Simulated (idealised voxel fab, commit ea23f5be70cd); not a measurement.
This section sets out a process module, namely voxel transistor to metal.
For reference, the cross-section in this document is cut, with width 190 nm and square cells of 5 nm.
Cross-sections here: square-cell grids, written as top-down lists of bands, a band being one or more rows of cells. Heights first: top, then bottom, in nm. Then materials, left to right, each with a width in nm. "all across" on a single material: fills the band edge to edge. "blank": empty space. Convention: height 0 is the level below which the wafer, as received, is all one material. The lowest band does not terminate at the bottom but continues downward, represented as "0..down". Think of "30->40" as a width that walks from the first number to the second as you go down the band, top row to bottom row, taking equal-sized steps from row to row. The designation "changes: none", where it is given for a processing step, indicates that no cell of the cross-section was altered in the course of that step. "Trapped cavities" contains a list of empty spaces, each no smaller than 8 cells and without an open way to the top, written in the form width x height at distance with the distance from the left edge and all three in nm. Step line, after settings: the simulator's comment on this step. A step's line can hold "overlay nm"; with a mask on that step, the setting says how far right of the planned place the mask lay, while a negative setting says it lay to the left.
Planned process steps
1: RECEIVE (material Si)
2: OXIDIZE (depth nm 5)
3: CONFORMAL_DEP (material SiN; thk nm 15)
4: DIRECTIONAL_DEP (material aC; thk nm 10)
5: PATTERN (tone cover; mask id ACTIVE; material resist; width nm 110; thk nm 30; overlay nm 0)
6: DIRECTIONAL_ETCH (etch materials aC; depth nm 10)
7: STRIP (etch materials resist)
8: DIRECTIONAL_ETCH (etch materials SiN; depth nm 15)
9: DIRECTIONAL_ETCH (etch materials SiO2; depth nm 5)
10: DIRECTIONAL_ETCH (etch materials Si; depth nm 25)
11: STRIP (etch materials aC)
12: OXIDIZE (depth nm 5)
13: FILL_DEP (material SiO2; thk nm 10)
14: CMP (height nm 15)
15: SELECTIVE_ETCH (etch materials SiO2; depth nm 10)
16: STRIP (etch materials SiN)
17: SELECTIVE_ETCH (etch materials SiO2; depth nm 5)
18: OXIDIZE (depth nm 5)
19: DIRECTIONAL_DEP (material polySi; thk nm 20)
20: DIRECTIONAL_DEP (material SiCN; thk nm 15)
21: PATTERN (tone cover; mask id GATE; material resist; width nm 20; thk nm 15; overlay nm 0)
22: DIRECTIONAL_ETCH (etch materials SiCN; depth nm 25)
23: DIRECTIONAL_ETCH (etch materials polySi; depth nm 30)
24: STRIP (etch materials resist)
25: CONFORMAL_DEP (material SiN; thk nm 5)
26: DIRECTIONAL_ETCH (etch materials SiN; depth nm 5)
27: DIRECTIONAL_ETCH (etch materials SiO2; depth nm 5)
28: EPI (material pSi; thk nm 5)
29: FILL_DEP (material SiO2; thk nm 10)
30: CMP (height nm 30)
31: DIRECTIONAL_DEP (material SiO2; thk nm 15)
32: DIRECTIONAL_DEP (material aC; thk nm 15)
33: PATTERN (tone open; mask id CONTACT; material resist; width nm 35; pitch nm 65; thk nm 35; overlay nm 0)
34: DIRECTIONAL_ETCH (etch materials aC; depth nm 15)
35: STRIP (etch materials resist)
36: DIRECTIONAL_ETCH (etch materials SiO2; depth nm 50)
37: STRIP (etch materials aC)
38: CONFORMAL_DEP (material TiN; thk nm 5)
39: FILL_DEP (material Ru; thk nm 10)
40: CMP (height nm 45)
41: CONFORMAL_DEP (material SiCN; thk nm 5)
42: DIRECTIONAL_DEP (material lowk; thk nm 25)
43: DIRECTIONAL_DEP (material aC; thk nm 10)
44: PATTERN (tone open; mask id METAL_1; material resist; width nm 20; pitch nm 80; thk nm 25; overlay nm 0)
45: DIRECTIONAL_ETCH (etch materials aC; depth nm 10)
46: STRIP (etch materials resist)
47: DIRECTIONAL_ETCH (etch materials lowk; depth nm 25)
48: DIRECTIONAL_ETCH (etch materials SiCN; depth nm 5)
49: STRIP (etch materials aC)
50: CONFORMAL_DEP (material TiN; thk nm 5)
51: FILL_DEP (material Cu; thk nm 5)
52: CMP (height nm 75)
53: CONFORMAL_DEP (material SiCN; thk nm 5)
First of two wafers - as planned
As received (post step 1): cross-section
> 0..down: Si all across
> Trapped cavities: none
So this is the wafer cross-section right after step 2
> 0..-5: SiO2 all across
> Whatever lies below -5 is exactly as it was before.
So this is the wafer cross-section right after step 3
> 15..0: SiN all across
> Whatever lies below 0 is exactly as it was before.
So this is the wafer cross-section right after step 4
> 25..15: aC all across
> Whatever lies below 15 is exactly as it was before.
So this is the wafer cross-section right after step 5
> 55..25: blank (40), resist (110), blank (40)
> Whatever lies below 25 is exactly as it was before.
So this is the wafer cross-section right after step 6
> 45..25: blank (40), resist (110), blank (40)
> 25..15: blank (40), aC (110), blank (40)
> Whatever lies below 15 is exactly as it was before.
So this is the wafer cross-section right after step 7
> 25..15: blank (40), aC (110), blank (40)
> Whatever lies below 15 is exactly as it was before.
So this is the wafer cross-section right after step 8
> 25..15: blank (40), aC (110), blank (40)
> 15..0: blank (40), SiN (110), blank (40)
> Whatever lies below 0 is exactly as it was before.
So this is the wafer cross-section right after step 9
> 25..15: blank (40), aC (110), blank (40)
> 15..0: blank (40), SiN (110), blank (40)
> 0..-5: blank (40), SiO2 (110), blank (40)
> Whatever lies below -5 is exactly as it was before.
So this is the wafer cross-section right after step 10
> 25..15: blank (40), aC (110), blank (40)
> 15..0: blank (40), SiN (110), blank (40)
> 0..-5: blank (40), SiO2 (110), blank (40)
> -5..-30: blank (40), Si (110), blank (40)
> Whatever lies below -30 is exactly as it was before.
So this is the wafer cross-section right after step 11
> 15..0: blank (40), SiN (110), blank (40)
> Whatever lies below 0 is exactly as it was before.
So this is the wafer cross-section right after step 12
> 15..0: blank (40), SiN (110), blank (40)
> 0..-5: blank (40), SiO2 (110), blank (40)
> -5..-30: blank (40), SiO2 (5), Si (100), SiO2 (5), blank (40)
> -30..-35: SiO2 (45), Si (100), SiO2 (45)
> Whatever lies below -35 is exactly as it was before.
So this is the wafer cross-section right after step 13
> 25..15: SiO2 all across
> 15..0: SiO2 (40), SiN (110), SiO2 (40)
> 0..-5: SiO2 all across
> -5..-35: SiO2 (45), Si (100), SiO2 (45)
> Whatever lies below -35 is exactly as it was before.
So this is the wafer cross-section right after step 14
> 15..0: SiO2 (40), SiN (110), SiO2 (40)
> Whatever lies below 0 is exactly as it was before.
So this is the wafer cross-section right after step 15
> 15..5: blank (40), SiN (110), blank (40)
> Whatever lies below 5 is exactly as it was before.
So this is the wafer cross-section right after step 16
> 5..0: SiO2 (40), blank (110), SiO2 (40)
> Whatever lies below 0 is exactly as it was before.
So this is the wafer cross-section right after step 17
> 0..-5: SiO2 (35), blank (120), SiO2 (35)
> Whatever lies below -5 is exactly as it was before.
So this is the wafer cross-section right after step 18
> 0..-5: SiO2 (35), blank (120), SiO2 (35)
> -5..-10: SiO2 all across
> Whatever lies below -10 is exactly as it was before.
So this is the wafer cross-section right after step 19
> 20..15: polySi (35), blank (120), polySi (35)
> 15..0: polySi all across
> 0..-5: SiO2 (35), polySi (120), SiO2 (35)
> Whatever lies below -5 is exactly as it was before.
So this is the wafer cross-section right after step 20
> 35..30: SiCN (35), blank (120), SiCN (35)
> 30..20: SiCN all across
> 20..15: polySi (35), SiCN (120), polySi (35)
> Whatever lies below 15 is exactly as it was before.
So this is the wafer cross-section right after step 21
> 50..35: blank (85), resist (20), blank (85)
> 35..30: SiCN (35), blank (50), resist (20), blank (50), SiCN (35)
> Whatever lies below 30 is exactly as it was before.
So this is the wafer cross-section right after step 22
> 50..30: blank (85), resist (20), blank (85)
> 30..20: blank (85), SiCN (20), blank (85)
> 20..15: polySi (35), blank (50), SiCN (20), blank (50), polySi (35)
> Whatever lies below 15 is exactly as it was before.
So this is the wafer cross-section right after step 23
> 50..30: blank (85), resist (20), blank (85)
> 30..15: blank (85), SiCN (20), blank (85)
> 15..0: blank (85), polySi (20), blank (85)
> 0..-5: SiO2 (35), blank (50), polySi (20), blank (50), SiO2 (35)
> Whatever lies below -5 is exactly as it was before.
So this is the wafer cross-section right after step 24
> 30..15: blank (85), SiCN (20), blank (85)
> Whatever lies below 15 is exactly as it was before.
So this is the wafer cross-section right after step 25
> 35..30: blank (80), SiN (30), blank (80)
> 30..15: blank (80), SiN (5), SiCN (20), SiN (5), blank (80)
> 15..5: blank (80), SiN (5), polySi (20), SiN (5), blank (80)
> 5..0: SiN (40), blank (40), SiN (5), polySi (20), SiN (5), blank (40), SiN (40)
> 0..-5: SiO2 (35), SiN (50), polySi (20), SiN (50), SiO2 (35)
> Whatever lies below -5 is exactly as it was before.
So this is the wafer cross-section right after step 26
> 30..15: blank (80), SiN (5), SiCN (20), SiN (5), blank (80)
> 15..0: blank (80), SiN (5), polySi (20), SiN (5), blank (80)
> 0..-5: SiO2 (35), SiN (5), blank (40), SiN (5), polySi (20), SiN (5), blank (40), SiN (5), SiO2 (35)
> Whatever lies below -5 is exactly as it was before.
So this is the wafer cross-section right after step 27
> 30..15: blank (80), SiN (5), SiCN (20), SiN (5), blank (80)
> 15..0: blank (80), SiN (5), polySi (20), SiN (5), blank (80)
> 0..-5: blank (35), SiN (5), blank (40), SiN (5), polySi (20), SiN (5), blank (40), SiN (5), blank (35)
> -5..-10: SiO2 (40), blank (40), SiO2 (30), blank (40), SiO2 (40)
> Whatever lies below -10 is exactly as it was before.
So this is the wafer cross-section right after step 28
> 30..15: blank (80), SiN (5), SiCN (20), SiN (5), blank (80)
> 15..0: blank (80), SiN (5), polySi (20), SiN (5), blank (80)
> 0..-5: blank (35), SiN (5), blank (40), SiN (5), polySi (20), SiN (5), blank (40), SiN (5), blank (35)
> -5..-10: SiO2 (40), pSi (40), SiO2 (30), pSi (40), SiO2 (40)
> Whatever lies below -10 is exactly as it was before.
So this is the wafer cross-section right after step 29
> 40..30: SiO2 all across
> 30..15: SiO2 (80), SiN (5), SiCN (20), SiN (5), SiO2 (80)
> 15..0: SiO2 (80), SiN (5), polySi (20), SiN (5), SiO2 (80)
> 0..-5: SiO2 (35), SiN (5), SiO2 (40), SiN (5), polySi (20), SiN (5), SiO2 (40), SiN (5), SiO2 (35)
> Whatever lies below -5 is exactly as it was before.
So this is the wafer cross-section right after step 30
> 30..15: SiO2 (80), SiN (5), SiCN (20), SiN (5), SiO2 (80)
> Whatever lies below 15 is exactly as it was before.
So this is the wafer cross-section right after step 31
> 45..30: SiO2 all across
> Whatever lies below 30 is exactly as it was before.
So this is the wafer cross-section right after step 32
> 60..45: aC all across
> Whatever lies below 45 is exactly as it was before.
So this is the wafer cross-section right after step 33
> 95..60: resist (45), blank (35), resist (30), blank (35), resist (45)
> Whatever lies below 60 is exactly as it was before.
So this is the wafer cross-section right after step 34
> 80..60: resist (45), blank (35), resist (30), blank (35), resist (45)
> 60..45: aC (45), blank (35), aC (30), blank (35), aC (45)
> Whatever lies below 45 is exactly as it was before.
So this is the wafer cross-section right after step 35
> 60..45: aC (45), blank (35), aC (30), blank (35), aC (45)
> Whatever lies below 45 is exactly as it was before.
So this is the wafer cross-section right after step 36
> 60..45: aC (45), blank (35), aC (30), blank (35), aC (45)
> 45..30: SiO2 (45), blank (35), SiO2 (30), blank (35), SiO2 (45)
> 30..15: SiO2 (45), blank (35), SiN (5), SiCN (20), SiN (5), blank (35), SiO2 (45)
> 15..0: SiO2 (45), blank (35), SiN (5), polySi (20), SiN (5), blank (35), SiO2 (45)
> 0..-5: SiO2 (35), SiN (5), SiO2 (5), blank (35), SiN (5), polySi (20), SiN (5), blank (35), SiO2 (5), SiN (5), SiO2 (35)
> Whatever lies below -5 is exactly as it was before.
So this is the wafer cross-section right after step 37
> 45..30: SiO2 (45), blank (35), SiO2 (30), blank (35), SiO2 (45)
> Whatever lies below 30 is exactly as it was before.
So this is the wafer cross-section right after step 38
> 50..45: TiN (50), blank (25), TiN (40), blank (25), TiN (50)
> 45..30: SiO2 (45), TiN (5), blank (25), TiN (5), SiO2 (30), TiN (5), blank (25), TiN (5), SiO2 (45)
> 30..15: SiO2 (45), TiN (5), blank (25), TiN (5), SiN (5), SiCN (20), SiN (5), TiN (5), blank (25), TiN (5), SiO2 (45)
> 15..0: SiO2 (45), TiN (5), blank (25), TiN (5), SiN (5), polySi (20), SiN (5), TiN (5), blank (25), TiN (5), SiO2 (45)
> 0..-5: SiO2 (35), SiN (5), SiO2 (5), TiN (35), SiN (5), polySi (20), SiN (5), TiN (35), SiO2 (5), SiN (5), SiO2 (35)
> Whatever lies below -5 is exactly as it was before.
So this is the wafer cross-section right after step 39
> 60..50: Ru all across
> 50..45: TiN (50), Ru (25), TiN (40), Ru (25), TiN (50)
> 45..30: SiO2 (45), TiN (5), Ru (25), TiN (5), SiO2 (30), TiN (5), Ru (25), TiN (5), SiO2 (45)
> 30..15: SiO2 (45), TiN (5), Ru (25), TiN (5), SiN (5), SiCN (20), SiN (5), TiN (5), Ru (25), TiN (5), SiO2 (45)
> 15..0: SiO2 (45), TiN (5), Ru (25), TiN (5), SiN (5), polySi (20), SiN (5), TiN (5), Ru (25), TiN (5), SiO2 (45)
> Whatever lies below 0 is exactly as it was before.
So this is the wafer cross-section right after step 40
> 45..30: SiO2 (45), TiN (5), Ru (25), TiN (5), SiO2 (30), TiN (5), Ru (25), TiN (5), SiO2 (45)
> Whatever lies below 30 is exactly as it was before.
So this is the wafer cross-section right after step 41
> 50..45: SiCN all across
> Whatever lies below 45 is exactly as it was before.
So this is the wafer cross-section right after step 42
> 75..50: lowk all across
> Whatever lies below 50 is exactly as it was before.
So this is the wafer cross-section right after step 43
> 85..75: aC all across
> Whatever lies below 75 is exactly as it was before.
So this is the wafer cross-section right after step 44
> 110..85: resist (45), blank (20), resist (60), blank (20), resist (45)
> Whatever lies below 85 is exactly as it was before.
So this is the wafer cross-section right after step 45
> 100..85: resist (45), blank (20), resist (60), blank (20), resist (45)
> 85..75: aC (45), blank (20), aC (60), blank (20), aC (45)
> Whatever lies below 75 is exactly as it was before.
So this is the wafer cross-section right after step 46
> 85..75: aC (45), blank (20), aC (60), blank (20), aC (45)
> Whatever lies below 75 is exactly as it was before.
So this is the wafer cross-section right after step 47
> 85..75: aC (45), blank (20), aC (60), blank (20), aC (45)
> 75..50: lowk (45), blank (20), lowk (60), blank (20), lowk (45)
> Whatever lies below 50 is exactly as it was before.
So this is the wafer cross-section right after step 48
> 85..75: aC (45), blank (20), aC (60), blank (20), aC (45)
> 75..50: lowk (45), blank (20), lowk (60), blank (20), lowk (45)
> 50..45: SiCN (45), blank (20), SiCN (60), blank (20), SiCN (45)
> Whatever lies below 45 is exactly as it was before.
So this is the wafer cross-section right after step 49
> 75..50: lowk (45), blank (20), lowk (60), blank (20), lowk (45)
> Whatever lies below 50 is exactly as it was before.
So this is the wafer cross-section right after step 50
> 80..75: TiN (50), blank (10), TiN (70), blank (10), TiN (50)
> 75..50: lowk (45), TiN (5), blank (10), TiN (5), lowk (60), TiN (5), blank (10), TiN (5), lowk (45)
> 50..45: SiCN (45), TiN (20), SiCN (60), TiN (20), SiCN (45)
> Whatever lies below 45 is exactly as it was before.
So this is the wafer cross-section right after step 51
> 85..80: Cu all across
> 80..75: TiN (50), Cu (10), TiN (70), Cu (10), TiN (50)
> 75..50: lowk (45), TiN (5), Cu (10), TiN (5), lowk (60), TiN (5), Cu (10), TiN (5), lowk (45)
> Whatever lies below 50 is exactly as it was before.
So this is the wafer cross-section right after step 52
> 75..50: lowk (45), TiN (5), Cu (10), TiN (5), lowk (60), TiN (5), Cu (10), TiN (5), lowk (45)
> Whatever lies below 50 is exactly as it was before.
So this is the wafer cross-section right after step 53
> 80..75: SiCN all across
> Whatever lies below 75 is exactly as it was before.
Second Wafer (Identical Start and Plan, One Processing Error; Matches First Wafer Through Step 40)
What the second wafer looks like in cross-section when step 41 should have wrapped up
> 70..45: lowk all across
> Whatever lies below 45 is exactly as it was before.
What the second wafer looks like in cross-section when step 42 should have wrapped up
> 75..70: SiCN all across
> Whatever lies below 70 is exactly as it was before.
What the second wafer looks like in cross-section when step 43 should have wrapped up
> 85..75: aC all across
> Whatever lies below 75 is exactly as it was before.
What the second wafer looks like in cross-section when step 44 should have wrapped up
> 110..85: resist (45), blank (20), resist (60), blank (20), resist (45)
> Whatever lies below 85 is exactly as it was before.
What the second wafer looks like in cross-section when step 45 should have wrapped up
> 100..85: resist (45), blank (20), resist (60), blank (20), resist (45)
> 85..75: aC (45), blank (20), aC (60), blank (20), aC (45)
> Whatever lies below 75 is exactly as it was before.
What the second wafer looks like in cross-section when step 46 should have wrapped up
> 85..75: aC (45), blank (20), aC (60), blank (20), aC (45)
> Whatever lies below 75 is exactly as it was before.
What the second wafer looks like in cross-section when step 47 should have wrapped up: changes: none
What the second wafer looks like in cross-section when step 48 should have wrapped up
> 85..75: aC (45), blank (20), aC (60), blank (20), aC (45)
> 75..70: SiCN (45), blank (20), SiCN (60), blank (20), SiCN (45)
> Whatever lies below 70 is exactly as it was before.
What the second wafer looks like in cross-section when step 49 should have wrapped up
> 75..70: SiCN (45), blank (20), SiCN (60), blank (20), SiCN (45)
> Whatever lies below 70 is exactly as it was before.
What the second wafer looks like in cross-section when step 50 should have wrapped up
> 80..75: TiN (50), blank (10), TiN (70), blank (10), TiN (50)
> 75..70: SiCN (45), TiN (20), SiCN (60), TiN (20), SiCN (45)
> Whatever lies below 70 is exactly as it was before.
What the second wafer looks like in cross-section when step 51 should have wrapped up
> 85..80: Cu all across
> 80..75: TiN (50), Cu (10), TiN (70), Cu (10), TiN (50)
> Whatever lies below 75 is exactly as it was before.
What the second wafer looks like in cross-section when step 52 should have wrapped up
> 75..70: SiCN (45), TiN (20), SiCN (60), TiN (20), SiCN (45)
> Whatever lies below 70 is exactly as it was before.
What the second wafer looks like in cross-section when step 53 should have wrapped up
> 80..75: SiCN all across
> Whatever lies below 75 is exactly as it was before.
Plan not followed: steps 41 and 42 swapped
Once processing is complete, comparing cell counts shows that the second wafer has more or fewer of certain materials than the first: 20 fewer of Cu; 20 fewer of TiN; 40 more of lowk
